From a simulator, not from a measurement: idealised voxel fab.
process module | voxel transistor to metal
cross-section cut | 300 nm wide | cells 5 nm
A cross-section is a grid of square cells, given in bands from the top down. A band is one or more rows of cells.
Each band's line starts with the height of the band's top and of its bottom, in nm. Then come its materials from left to right, each with its width in nm. One material with "throughout" fills the band from edge to edge. "air" is empty space.
Height 0 is the level under which the wafer as received is all one material. The lowest band goes on downwards, as in "0 down".
A width such as "30 to 40" changes by the same amount from each row of cells to the next, from the band's top row to its bottom row.
"no change" after a step means that no cell of the cross-section changed.
closed voids: empty space of 8 cells or more with no open way to the top, each as width x height at its distance from the left edge, in nm
after a step's settings: what the simulator itself notes on the step
overlay nm, on a step with a mask: how far to the right of its planned place the mask lay; to the left if negative
plan
1 op RECEIVE | material Si
2 op OXIDIZE | depth nm 5
3 op CONFORMAL_DEP | material SiN | thk nm 10
4 op MASKED_ETCH | tone cover | mask id ACTIVE | width nm 115 | pitch nm 135 | etch materials SiN | depth nm 10 | overlay nm 0
5 op MASKED_ETCH | tone cover | mask id ACTIVE | width nm 115 | pitch nm 135 | etch materials SiO2 | depth nm 5 | overlay nm 0
6 op MASKED_ETCH | tone cover | mask id ACTIVE | width nm 115 | pitch nm 135 | etch materials Si | depth nm 35 | overlay nm 0
7 op OXIDIZE | depth nm 5
8 op FILL_DEP | material SiO2 | thk nm 10
9 op CMP | height nm 10
10 op SELECTIVE_ETCH | etch materials SiO2 | depth nm 5
11 op STRIP | etch materials SiN
12 op SELECTIVE_ETCH | etch materials SiO2 | depth nm 5
13 op OXIDIZE | depth nm 5
14 op DIRECTIONAL_DEP | material polySi | thk nm 20
15 op DIRECTIONAL_DEP | material SiCN | thk nm 15
16 op DIRECTIONAL_DEP | material aC | thk nm 10
17 op PATTERN | tone cover | mask id GATE | material resist | width nm 25 | pitch nm 135 | thk nm 30 | overlay nm 0
18 op DIRECTIONAL_ETCH | etch materials aC | depth nm 10
19 op STRIP | etch materials resist
20 op DIRECTIONAL_ETCH | etch materials SiCN | depth nm 25
21 op DIRECTIONAL_ETCH | etch materials polySi | depth nm 30
22 op STRIP | etch materials aC
23 op CONFORMAL_DEP | material SiO2 | thk nm 5
24 op DIRECTIONAL_ETCH | etch materials SiO2 | depth nm 5
25 op CONFORMAL_DEP | material SiN | thk nm 5
26 op DIRECTIONAL_ETCH | etch materials SiN | depth nm 5
27 op DIRECTIONAL_ETCH | etch materials SiO2 | depth nm 5
28 op DIRECTIONAL_ETCH | etch materials Si | depth nm 10
29 op EPI | material pSi | thk nm 10
30 op FILL_DEP | material SiO2 | thk nm 5
31 op CMP | height nm 15
32 op STRIP | etch materials polySi
33 op SELECTIVE_ETCH | etch materials SiO2 | depth nm 5
34 op CONFORMAL_DEP | material HfO2 | thk nm 5
35 op CONFORMAL_DEP | material TiN | thk nm 5
36 op FILL_DEP | material W | thk nm 10
37 op CMP | height nm 10
38 op DIRECTIONAL_DEP | material SiO2 | thk nm 15
39 op MASKED_ETCH | tone open | mask id CONTACT | width nm 15 | etch materials SiO2 | depth nm 35 | overlay nm 0
40 op CONFORMAL_DEP | material TiN | thk nm 5
41 op FILL_DEP | material Ru | thk nm 10
42 op CMP | height nm 25
43 op DIRECTIONAL_DEP | material TiN | thk nm 5
44 op DIRECTIONAL_DEP | material Ru | thk nm 25
45 op MASKED_ETCH | tone cover | mask id METAL_1 | width nm 15 | etch materials Ru | depth nm 25 | overlay nm 0
46 op MASKED_ETCH | tone cover | mask id METAL_1 | width nm 15 | etch materials TiN | depth nm 5 | overlay nm 0
47 op FILL_DEP | material lowk | thk nm 5
48 op CMP | height nm 55
49 op CONFORMAL_DEP | material SiN | thk nm 5
first wafer, as planned
as received, after step 1
  0 down: Si throughout
  closed voids: none
after step 2
  0 to -5: SiO2 throughout
  below -5: unchanged
after step 3
  10 to 0: SiN throughout
  below 0: unchanged
after step 4
  10 to 0: air 25 | SiN 115 | air 20 | SiN 115 | air 25
  below 0: unchanged
after step 5
  10 to 0: air 25 | SiN 115 | air 20 | SiN 115 | air 25
  0 to -5: air 25 | SiO2 115 | air 20 | SiO2 115 | air 25
  below -5: unchanged
after step 6
  10 to 0: air 25 | SiN 115 | air 20 | SiN 115 | air 25
  0 to -5: air 25 | SiO2 115 | air 20 | SiO2 115 | air 25
  -5 to -40: air 25 | Si 115 | air 20 | Si 115 | air 25
  below -40: unchanged
after step 7
  10 to 0: air 25 | SiN 115 | air 20 | SiN 115 | air 25
  0 to -5: air 25 | SiO2 115 | air 20 | SiO2 115 | air 25
  -5 to -40: air 25 | SiO2 5 | Si 105 | SiO2 5 | air 20 | SiO2 5 | Si 105 | SiO2 5 | air 25
  -40 to -45: SiO2 30 | Si 105 | SiO2 30 | Si 105 | SiO2 30
  below -45: unchanged
after step 8
  20 to 10: SiO2 throughout
  10 to 0: SiO2 25 | SiN 115 | SiO2 20 | SiN 115 | SiO2 25
  0 to -5: SiO2 throughout
  -5 to -45: SiO2 30 | Si 105 | SiO2 30 | Si 105 | SiO2 30
  below -45: unchanged
after step 9
  10 to 0: SiO2 25 | SiN 115 | SiO2 20 | SiN 115 | SiO2 25
  below 0: unchanged
after step 10
  10 to 5: air 25 | SiN 115 | air 20 | SiN 115 | air 25
  below 5: unchanged
after step 11
  5 to 0: SiO2 25 | air 115 | SiO2 20 | air 115 | SiO2 25
  below 0: unchanged
after step 12
  0 to -5: SiO2 20 | air 125 | SiO2 10 | air 125 | SiO2 20
  below -5: unchanged
after step 13
  0 to -5: SiO2 20 | air 125 | SiO2 10 | air 125 | SiO2 20
  -5 to -10: SiO2 throughout
  below -10: unchanged
after step 14
  20 to 15: polySi 20 | air 125 | polySi 10 | air 125 | polySi 20
  15 to 0: polySi throughout
  0 to -5: SiO2 20 | polySi 125 | SiO2 10 | polySi 125 | SiO2 20
  below -5: unchanged
after step 15
  35 to 30: SiCN 20 | air 125 | SiCN 10 | air 125 | SiCN 20
  30 to 20: SiCN throughout
  20 to 15: polySi 20 | SiCN 125 | polySi 10 | SiCN 125 | polySi 20
  below 15: unchanged
after step 16
  45 to 40: aC 20 | air 125 | aC 10 | air 125 | aC 20
  40 to 35: aC throughout
  35 to 30: SiCN 20 | aC 125 | SiCN 10 | aC 125 | SiCN 20
  below 30: unchanged
after step 17
  75 to 45: air 70 | resist 25 | air 110 | resist 25 | air 70
  45 to 40: aC 20 | air 50 | resist 25 | air 50 | aC 10 | air 50 | resist 25 | air 50 | aC 20
  below 40: unchanged
after step 18
  65 to 40: air 70 | resist 25 | air 110 | resist 25 | air 70
  40 to 35: air 70 | aC 25 | air 110 | aC 25 | air 70
  35 to 30: SiCN 20 | air 50 | aC 25 | air 50 | SiCN 10 | air 50 | aC 25 | air 50 | SiCN 20
  below 30: unchanged
after step 19
  40 to 35: air 70 | aC 25 | air 110 | aC 25 | air 70
  below 35: unchanged
after step 20
  40 to 30: air 70 | aC 25 | air 110 | aC 25 | air 70
  30 to 20: air 70 | SiCN 25 | air 110 | SiCN 25 | air 70
  20 to 15: polySi 20 | air 50 | SiCN 25 | air 50 | polySi 10 | air 50 | SiCN 25 | air 50 | polySi 20
  below 15: unchanged
after step 21
  40 to 30: air 70 | aC 25 | air 110 | aC 25 | air 70
  30 to 15: air 70 | SiCN 25 | air 110 | SiCN 25 | air 70
  15 to 0: air 70 | polySi 25 | air 110 | polySi 25 | air 70
  0 to -5: SiO2 20 | air 50 | polySi 25 | air 50 | SiO2 10 | air 50 | polySi 25 | air 50 | SiO2 20
  below -5: unchanged
after step 22
  30 to 15: air 70 | SiCN 25 | air 110 | SiCN 25 | air 70
  below 15: unchanged
after step 23
  35 to 30: air 65 | SiO2 35 | air 100 | SiO2 35 | air 65
  30 to 15: air 65 | SiO2 5 | SiCN 25 | SiO2 5 | air 100 | SiO2 5 | SiCN 25 | SiO2 5 | air 65
  15 to 5: air 65 | SiO2 5 | polySi 25 | SiO2 5 | air 100 | SiO2 5 | polySi 25 | SiO2 5 | air 65
  5 to 0: SiO2 25 | air 40 | SiO2 5 | polySi 25 | SiO2 5 | air 40 | SiO2 20 | air 40 | SiO2 5 | polySi 25 | SiO2 5 | air 40 | SiO2 25
  0 to -5: SiO2 70 | polySi 25 | SiO2 110 | polySi 25 | SiO2 70
  below -5: unchanged
after step 24
  30 to 15: air 65 | SiO2 5 | SiCN 25 | SiO2 5 | air 100 | SiO2 5 | SiCN 25 | SiO2 5 | air 65
  15 to 0: air 65 | SiO2 5 | polySi 25 | SiO2 5 | air 100 | SiO2 5 | polySi 25 | SiO2 5 | air 65
  0 to -5: SiO2 25 | air 40 | SiO2 5 | polySi 25 | SiO2 5 | air 40 | SiO2 20 | air 40 | SiO2 5 | polySi 25 | SiO2 5 | air 40 | SiO2 25
  below -5: unchanged
after step 25
  35 to 30: air 60 | SiN 45 | air 90 | SiN 45 | air 60
  30 to 15: air 60 | SiN 5 | SiO2 5 | SiCN 25 | SiO2 5 | SiN 5 | air 90 | SiN 5 | SiO2 5 | SiCN 25 | SiO2 5 | SiN 5 | air 60
  15 to 5: air 60 | SiN 5 | SiO2 5 | polySi 25 | SiO2 5 | SiN 5 | air 90 | SiN 5 | SiO2 5 | polySi 25 | SiO2 5 | SiN 5 | air 60
  5 to 0: SiN 30 | air 30 | SiN 5 | SiO2 5 | polySi 25 | SiO2 5 | SiN 5 | air 30 | SiN 30 | air 30 | SiN 5 | SiO2 5 | polySi 25 | SiO2 5 | SiN 5 | air 30 | SiN 30
  0 to -5: SiO2 25 | SiN 40 | SiO2 5 | polySi 25 | SiO2 5 | SiN 40 | SiO2 20 | SiN 40 | SiO2 5 | polySi 25 | SiO2 5 | SiN 40 | SiO2 25
  below -5: unchanged
after step 26
  30 to 15: air 60 | SiN 5 | SiO2 5 | SiCN 25 | SiO2 5 | SiN 5 | air 90 | SiN 5 | SiO2 5 | SiCN 25 | SiO2 5 | SiN 5 | air 60
  15 to 0: air 60 | SiN 5 | SiO2 5 | polySi 25 | SiO2 5 | SiN 5 | air 90 | SiN 5 | SiO2 5 | polySi 25 | SiO2 5 | SiN 5 | air 60
  0 to -5: SiO2 25 | SiN 5 | air 30 | SiN 5 | SiO2 5 | polySi 25 | SiO2 5 | SiN 5 | air 30 | SiN 5 | SiO2 20 | SiN 5 | air 30 | SiN 5 | SiO2 5 | polySi 25 | SiO2 5 | SiN 5 | air 30 | SiN 5 | SiO2 25
  below -5: unchanged
after step 27
  30 to 25: air 60 | SiN 5 | air 5 | SiCN 25 | air 5 | SiN 5 | air 90 | SiN 5 | air 5 | SiCN 25 | air 5 | SiN 5 | air 60
  25 to 15: air 60 | SiN 5 | SiO2 5 | SiCN 25 | SiO2 5 | SiN 5 | air 90 | SiN 5 | SiO2 5 | SiCN 25 | SiO2 5 | SiN 5 | air 60
  15 to 0: air 60 | SiN 5 | SiO2 5 | polySi 25 | SiO2 5 | SiN 5 | air 90 | SiN 5 | SiO2 5 | polySi 25 | SiO2 5 | SiN 5 | air 60
  0 to -5: air 25 | SiN 5 | air 30 | SiN 5 | SiO2 5 | polySi 25 | SiO2 5 | SiN 5 | air 30 | SiN 5 | air 20 | SiN 5 | air 30 | SiN 5 | SiO2 5 | polySi 25 | SiO2 5 | SiN 5 | air 30 | SiN 5 | air 25
  -5 to -10: SiO2 30 | air 30 | SiO2 45 | air 30 | SiO2 30 | air 30 | SiO2 45 | air 30 | SiO2 30
  below -10: unchanged
after step 28
  30 to 25: air 60 | SiN 5 | air 5 | SiCN 25 | air 5 | SiN 5 | air 90 | SiN 5 | air 5 | SiCN 25 | air 5 | SiN 5 | air 60
  25 to 15: air 60 | SiN 5 | SiO2 5 | SiCN 25 | SiO2 5 | SiN 5 | air 90 | SiN 5 | SiO2 5 | SiCN 25 | SiO2 5 | SiN 5 | air 60
  15 to 0: air 60 | SiN 5 | SiO2 5 | polySi 25 | SiO2 5 | SiN 5 | air 90 | SiN 5 | SiO2 5 | polySi 25 | SiO2 5 | SiN 5 | air 60
  0 to -5: air 25 | SiN 5 | air 30 | SiN 5 | SiO2 5 | polySi 25 | SiO2 5 | SiN 5 | air 30 | SiN 5 | air 20 | SiN 5 | air 30 | SiN 5 | SiO2 5 | polySi 25 | SiO2 5 | SiN 5 | air 30 | SiN 5 | air 25
  -5 to -10: SiO2 30 | air 30 | SiO2 45 | air 30 | SiO2 30 | air 30 | SiO2 45 | air 30 | SiO2 30
  -10 to -20: SiO2 30 | air 30 | Si 45 | air 30 | SiO2 30 | air 30 | Si 45 | air 30 | SiO2 30
  below -20: unchanged
after step 29
  30 to 25: air 60 | SiN 5 | air 5 | SiCN 25 | air 5 | SiN 5 | air 90 | SiN 5 | air 5 | SiCN 25 | air 5 | SiN 5 | air 60
  25 to 15: air 60 | SiN 5 | SiO2 5 | SiCN 25 | SiO2 5 | SiN 5 | air 90 | SiN 5 | SiO2 5 | SiCN 25 | SiO2 5 | SiN 5 | air 60
  15 to 0: air 60 | SiN 5 | SiO2 5 | polySi 25 | SiO2 5 | SiN 5 | air 90 | SiN 5 | SiO2 5 | polySi 25 | SiO2 5 | SiN 5 | air 60
  0 to -5: air 25 | SiN 5 | air 20 | pSi 10 | SiN 5 | SiO2 5 | polySi 25 | SiO2 5 | SiN 5 | pSi 10 | air 20 | SiN 5 | air 20 | SiN 5 | air 20 | pSi 10 | SiN 5 | SiO2 5 | polySi 25 | SiO2 5 | SiN 5 | pSi 10 | air 20 | SiN 5 | air 25
  -5 to -10: SiO2 30 | air 20 | pSi 10 | SiO2 45 | pSi 10 | air 20 | SiO2 30 | air 20 | pSi 10 | SiO2 45 | pSi 10 | air 20 | SiO2 30
  -10 to -20: SiO2 30 | pSi 30 | Si 45 | pSi 30 | SiO2 30 | pSi 30 | Si 45 | pSi 30 | SiO2 30
  below -20: unchanged
after step 30
  35 to 30: SiO2 throughout
  30 to 15: SiO2 60 | SiN 5 | SiO2 5 | SiCN 25 | SiO2 5 | SiN 5 | SiO2 90 | SiN 5 | SiO2 5 | SiCN 25 | SiO2 5 | SiN 5 | SiO2 60
  15 to 0: SiO2 60 | SiN 5 | SiO2 5 | polySi 25 | SiO2 5 | SiN 5 | SiO2 90 | SiN 5 | SiO2 5 | polySi 25 | SiO2 5 | SiN 5 | SiO2 60
  0 to -5: SiO2 25 | SiN 5 | SiO2 20 | pSi 10 | SiN 5 | SiO2 5 | polySi 25 | SiO2 5 | SiN 5 | pSi 10 | SiO2 20 | SiN 5 | SiO2 20 | SiN 5 | SiO2 20 | pSi 10 | SiN 5 | SiO2 5 | polySi 25 | SiO2 5 | SiN 5 | pSi 10 | SiO2 20 | SiN 5 | SiO2 25
  -5 to -10: SiO2 50 | pSi 10 | SiO2 45 | pSi 10 | SiO2 70 | pSi 10 | SiO2 45 | pSi 10 | SiO2 50
  below -10: unchanged
after step 31
  15 to 0: SiO2 60 | SiN 5 | SiO2 5 | polySi 25 | SiO2 5 | SiN 5 | SiO2 90 | SiN 5 | SiO2 5 | polySi 25 | SiO2 5 | SiN 5 | SiO2 60
  below 0: unchanged
after step 32
  15 to 0: SiO2 60 | SiN 5 | SiO2 5 | air 25 | SiO2 5 | SiN 5 | SiO2 90 | SiN 5 | SiO2 5 | air 25 | SiO2 5 | SiN 5 | SiO2 60
  0 to -5: SiO2 25 | SiN 5 | SiO2 20 | pSi 10 | SiN 5 | SiO2 5 | air 25 | SiO2 5 | SiN 5 | pSi 10 | SiO2 20 | SiN 5 | SiO2 20 | SiN 5 | SiO2 20 | pSi 10 | SiN 5 | SiO2 5 | air 25 | SiO2 5 | SiN 5 | pSi 10 | SiO2 20 | SiN 5 | SiO2 25
  below -5: unchanged
after step 33
  15 to 10: air 60 | SiN 5 | air 35 | SiN 5 | air 90 | SiN 5 | air 35 | SiN 5 | air 60
  10 to 0: SiO2 60 | SiN 5 | air 35 | SiN 5 | SiO2 90 | SiN 5 | air 35 | SiN 5 | SiO2 60
  0 to -5: SiO2 25 | SiN 5 | SiO2 20 | pSi 10 | SiN 5 | air 35 | SiN 5 | pSi 10 | SiO2 20 | SiN 5 | SiO2 20 | SiN 5 | SiO2 20 | pSi 10 | SiN 5 | air 35 | SiN 5 | pSi 10 | SiO2 20 | SiN 5 | SiO2 25
  -5 to -10: SiO2 50 | pSi 10 | SiO2 5 | air 35 | SiO2 5 | pSi 10 | SiO2 70 | pSi 10 | SiO2 5 | air 35 | SiO2 5 | pSi 10 | SiO2 50
  below -10: unchanged
after step 34
  20 to 15: air 55 | HfO2 15 | air 25 | HfO2 15 | air 80 | HfO2 15 | air 25 | HfO2 15 | air 55
  15 to 10: HfO2 60 | SiN 5 | HfO2 5 | air 25 | HfO2 5 | SiN 5 | HfO2 90 | SiN 5 | HfO2 5 | air 25 | HfO2 5 | SiN 5 | HfO2 60
  10 to 0: SiO2 60 | SiN 5 | HfO2 5 | air 25 | HfO2 5 | SiN 5 | SiO2 90 | SiN 5 | HfO2 5 | air 25 | HfO2 5 | SiN 5 | SiO2 60
  0 to -5: SiO2 25 | SiN 5 | SiO2 20 | pSi 10 | SiN 5 | HfO2 5 | air 25 | HfO2 5 | SiN 5 | pSi 10 | SiO2 20 | SiN 5 | SiO2 20 | SiN 5 | SiO2 20 | pSi 10 | SiN 5 | HfO2 5 | air 25 | HfO2 5 | SiN 5 | pSi 10 | SiO2 20 | SiN 5 | SiO2 25
  -5 to -10: SiO2 50 | pSi 10 | SiO2 5 | HfO2 35 | SiO2 5 | pSi 10 | SiO2 70 | pSi 10 | SiO2 5 | HfO2 35 | SiO2 5 | pSi 10 | SiO2 50
  below -10: unchanged
after step 35
  25 to 20: air 50 | TiN 25 | air 15 | TiN 25 | air 70 | TiN 25 | air 15 | TiN 25 | air 50
  20 to 15: TiN 55 | HfO2 15 | TiN 5 | air 15 | TiN 5 | HfO2 15 | TiN 80 | HfO2 15 | TiN 5 | air 15 | TiN 5 | HfO2 15 | TiN 55
  15 to 10: HfO2 60 | SiN 5 | HfO2 5 | TiN 5 | air 15 | TiN 5 | HfO2 5 | SiN 5 | HfO2 90 | SiN 5 | HfO2 5 | TiN 5 | air 15 | TiN 5 | HfO2 5 | SiN 5 | HfO2 60
  10 to 0: SiO2 60 | SiN 5 | HfO2 5 | TiN 5 | air 15 | TiN 5 | HfO2 5 | SiN 5 | SiO2 90 | SiN 5 | HfO2 5 | TiN 5 | air 15 | TiN 5 | HfO2 5 | SiN 5 | SiO2 60
  0 to -5: SiO2 25 | SiN 5 | SiO2 20 | pSi 10 | SiN 5 | HfO2 5 | TiN 25 | HfO2 5 | SiN 5 | pSi 10 | SiO2 20 | SiN 5 | SiO2 20 | SiN 5 | SiO2 20 | pSi 10 | SiN 5 | HfO2 5 | TiN 25 | HfO2 5 | SiN 5 | pSi 10 | SiO2 20 | SiN 5 | SiO2 25
  below -5: unchanged
after step 36
  35 to 25: W throughout
  25 to 20: W 50 | TiN 25 | W 15 | TiN 25 | W 70 | TiN 25 | W 15 | TiN 25 | W 50
  20 to 15: TiN 55 | HfO2 15 | TiN 5 | W 15 | TiN 5 | HfO2 15 | TiN 80 | HfO2 15 | TiN 5 | W 15 | TiN 5 | HfO2 15 | TiN 55
  15 to 10: HfO2 60 | SiN 5 | HfO2 5 | TiN 5 | W 15 | TiN 5 | HfO2 5 | SiN 5 | HfO2 90 | SiN 5 | HfO2 5 | TiN 5 | W 15 | TiN 5 | HfO2 5 | SiN 5 | HfO2 60
  10 to 0: SiO2 60 | SiN 5 | HfO2 5 | TiN 5 | W 15 | TiN 5 | HfO2 5 | SiN 5 | SiO2 90 | SiN 5 | HfO2 5 | TiN 5 | W 15 | TiN 5 | HfO2 5 | SiN 5 | SiO2 60
  below 0: unchanged
after step 37
  10 to 0: SiO2 60 | SiN 5 | HfO2 5 | TiN 5 | W 15 | TiN 5 | HfO2 5 | SiN 5 | SiO2 90 | SiN 5 | HfO2 5 | TiN 5 | W 15 | TiN 5 | HfO2 5 | SiN 5 | SiO2 60
  below 0: unchanged
after step 38
  25 to 10: SiO2 throughout
  below 10: unchanged
after step 39
  25 to 10: SiO2 35 | air 15 | SiO2 65 | air 15 | SiO2 40 | air 15 | SiO2 65 | air 15 | SiO2 35
  10 to 0: SiO2 35 | air 15 | SiO2 10 | SiN 5 | HfO2 5 | TiN 5 | W 15 | TiN 5 | HfO2 5 | SiN 5 | SiO2 10 | air 15 | SiO2 40 | air 15 | SiO2 10 | SiN 5 | HfO2 5 | TiN 5 | W 15 | TiN 5 | HfO2 5 | SiN 5 | SiO2 10 | air 15 | SiO2 35
  0 to -5: SiO2 25 | SiN 5 | SiO2 5 | air 15 | pSi 10 | SiN 5 | HfO2 5 | TiN 25 | HfO2 5 | SiN 5 | pSi 10 | air 15 | SiO2 5 | SiN 5 | SiO2 20 | SiN 5 | SiO2 5 | air 15 | pSi 10 | SiN 5 | HfO2 5 | TiN 25 | HfO2 5 | SiN 5 | pSi 10 | air 15 | SiO2 5 | SiN 5 | SiO2 25
  -5 to -10: SiO2 35 | air 15 | pSi 10 | SiO2 5 | HfO2 35 | SiO2 5 | pSi 10 | air 15 | SiO2 40 | air 15 | pSi 10 | SiO2 5 | HfO2 35 | SiO2 5 | pSi 10 | air 15 | SiO2 35
  below -10: unchanged
after step 40
  30 to 25: TiN 40 | air 5 | TiN 75 | air 5 | TiN 50 | air 5 | TiN 75 | air 5 | TiN 40
  25 to 10: SiO2 35 | TiN 5 | air 5 | TiN 5 | SiO2 65 | TiN 5 | air 5 | TiN 5 | SiO2 40 | TiN 5 | air 5 | TiN 5 | SiO2 65 | TiN 5 | air 5 | TiN 5 | SiO2 35
  10 to 0: SiO2 35 | TiN 5 | air 5 | TiN 5 | SiO2 10 | SiN 5 | HfO2 5 | TiN 5 | W 15 | TiN 5 | HfO2 5 | SiN 5 | SiO2 10 | TiN 5 | air 5 | TiN 5 | SiO2 40 | TiN 5 | air 5 | TiN 5 | SiO2 10 | SiN 5 | HfO2 5 | TiN 5 | W 15 | TiN 5 | HfO2 5 | SiN 5 | SiO2 10 | TiN 5 | air 5 | TiN 5 | SiO2 35
  0 to -5: SiO2 25 | SiN 5 | SiO2 5 | TiN 5 | air 5 | TiN 5 | pSi 10 | SiN 5 | HfO2 5 | TiN 25 | HfO2 5 | SiN 5 | pSi 10 | TiN 5 | air 5 | TiN 5 | SiO2 5 | SiN 5 | SiO2 20 | SiN 5 | SiO2 5 | TiN 5 | air 5 | TiN 5 | pSi 10 | SiN 5 | HfO2 5 | TiN 25 | HfO2 5 | SiN 5 | pSi 10 | TiN 5 | air 5 | TiN 5 | SiO2 5 | SiN 5 | SiO2 25
  -5 to -10: SiO2 35 | TiN 15 | pSi 10 | SiO2 5 | HfO2 35 | SiO2 5 | pSi 10 | TiN 15 | SiO2 40 | TiN 15 | pSi 10 | SiO2 5 | HfO2 35 | SiO2 5 | pSi 10 | TiN 15 | SiO2 35
  below -10: unchanged
after step 41
  40 to 30: Ru throughout
  30 to 25: TiN 40 | Ru 5 | TiN 75 | Ru 5 | TiN 50 | Ru 5 | TiN 75 | Ru 5 | TiN 40
  25 to 10: SiO2 35 | TiN 5 | Ru 5 | TiN 5 | SiO2 65 | TiN 5 | Ru 5 | TiN 5 | SiO2 40 | TiN 5 | Ru 5 | TiN 5 | SiO2 65 | TiN 5 | Ru 5 | TiN 5 | SiO2 35
  10 to 0: SiO2 35 | TiN 5 | Ru 5 | TiN 5 | SiO2 10 | SiN 5 | HfO2 5 | TiN 5 | W 15 | TiN 5 | HfO2 5 | SiN 5 | SiO2 10 | TiN 5 | Ru 5 | TiN 5 | SiO2 40 | TiN 5 | Ru 5 | TiN 5 | SiO2 10 | SiN 5 | HfO2 5 | TiN 5 | W 15 | TiN 5 | HfO2 5 | SiN 5 | SiO2 10 | TiN 5 | Ru 5 | TiN 5 | SiO2 35
  0 to -5: SiO2 25 | SiN 5 | SiO2 5 | TiN 5 | Ru 5 | TiN 5 | pSi 10 | SiN 5 | HfO2 5 | TiN 25 | HfO2 5 | SiN 5 | pSi 10 | TiN 5 | Ru 5 | TiN 5 | SiO2 5 | SiN 5 | SiO2 20 | SiN 5 | SiO2 5 | TiN 5 | Ru 5 | TiN 5 | pSi 10 | SiN 5 | HfO2 5 | TiN 25 | HfO2 5 | SiN 5 | pSi 10 | TiN 5 | Ru 5 | TiN 5 | SiO2 5 | SiN 5 | SiO2 25
  below -5: unchanged
after step 42
  25 to 10: SiO2 35 | TiN 5 | Ru 5 | TiN 5 | SiO2 65 | TiN 5 | Ru 5 | TiN 5 | SiO2 40 | TiN 5 | Ru 5 | TiN 5 | SiO2 65 | TiN 5 | Ru 5 | TiN 5 | SiO2 35
  below 10: unchanged
after step 43
  30 to 25: TiN throughout
  below 25: unchanged
after step 44
  55 to 30: Ru throughout
  below 30: unchanged
after step 45
  55 to 30: air 35 | Ru 15 | air 65 | Ru 15 | air 40 | Ru 15 | air 65 | Ru 15 | air 35
  below 30: unchanged
after step 46
  55 to 30: air 35 | Ru 15 | air 65 | Ru 15 | air 40 | Ru 15 | air 65 | Ru 15 | air 35
  30 to 25: air 35 | TiN 15 | air 65 | TiN 15 | air 40 | TiN 15 | air 65 | TiN 15 | air 35
  below 25: unchanged
after step 47
  60 to 55: lowk throughout
  55 to 30: lowk 35 | Ru 15 | lowk 65 | Ru 15 | lowk 40 | Ru 15 | lowk 65 | Ru 15 | lowk 35
  30 to 25: lowk 35 | TiN 15 | lowk 65 | TiN 15 | lowk 40 | TiN 15 | lowk 65 | TiN 15 | lowk 35
  below 25: unchanged
after step 48
  55 to 30: lowk 35 | Ru 15 | lowk 65 | Ru 15 | lowk 40 | Ru 15 | lowk 65 | Ru 15 | lowk 35
  below 30: unchanged
after step 49
  60 to 55: SiN throughout
  below 55: unchanged
second wafer: like start, like plan, one mistake. Through step 43 it matches the first wafer
when step 44 should have ended
  55 to 30: SiCN throughout
  below 30: unchanged
when step 45 should have ended: no change
when step 46 should have ended: no change
when step 47 should have ended
  60 to 55: lowk throughout
  below 55: unchanged
when step 48 should have ended
  55 to 30: SiCN throughout
  below 30: unchanged
when step 49 should have ended
  60 to 55: SiN throughout
  below 55: unchanged
what went wrong: step 44 ran as: op DIRECTIONAL_DEP | material SiCN | thk nm 25
at the end the second wafer has, in cells: 60 fewer of Ru | 300 more of SiCN | 48 more of TiN | 288 fewer of lowk
